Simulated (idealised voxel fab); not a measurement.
process module | voxel spacer lines
cross-section cut | 290 nm wide | cells 5 nm
A cross-section is a grid of square cells, given in bands from the top down. A band is one or more rows of cells.
Each band's line starts with the height of the band's top and of its bottom, in nm. Then come its materials from left to right, each with its width in nm. One material with "throughout" fills the band from edge to edge. "air" is empty space.
Height 0 is the level under which the wafer as received is all one material. The lowest band goes on downwards, as in "0 down".
A width such as "30 to 40" changes by the same amount from each row of cells to the next, from the band's top row to its bottom row.
"no change" after a step means that no cell of the cross-section changed.
closed voids: empty space of 8 cells or more with no open way to the top, each as width x height at its distance from the left edge, in nm
after a step's settings: what the simulator itself notes on the step
overlay nm, on a step with a mask: how far to the right of its planned place the mask lay; to the left if negative
plan
1 op RECEIVE | material Si
2 op CONFORMAL_DEP | material Al2O3 | thk nm 10
3 op DIRECTIONAL_DEP | material W | thk nm 15
4 op DIRECTIONAL_DEP | material aC | thk nm 25
5 op PATTERN | tone cover | mask id MANDREL | material resist | width nm 25 | pitch nm 80 | thk nm 30 | overlay nm 0
6 op DIRECTIONAL_ETCH | etch materials aC | depth nm 25
7 op STRIP | etch materials resist
8 op CONFORMAL_DEP | material SiN | thk nm 15
9 op DIRECTIONAL_ETCH | etch materials SiN | depth nm 15
10 op STRIP | etch materials aC
11 op DIRECTIONAL_ETCH | etch materials W | depth nm 15
12 op STRIP | etch materials SiN
as received, after step 1
  0 down: Si throughout
  closed voids: none
first wafer at the end, as planned
  25 to 10: air 75 | W 15 | air 25 | W 15 | air 25 | W 15 | air 25 | W 15 | air 80
  10 to 0: Al2O3 throughout
  0 down: Si throughout
  closed voids: none
second wafer at the end: like start, like plan, one mistake
  15 to 0: air 75 | W 15 | air 25 | W 15 | air 25 | W 15 | air 25 | W 15 | air 80
  0 down: Si throughout
  closed voids: none
what went wrong: step 2 was left out
at the end the second wafer has, in cells: 116 fewer of Al2O3
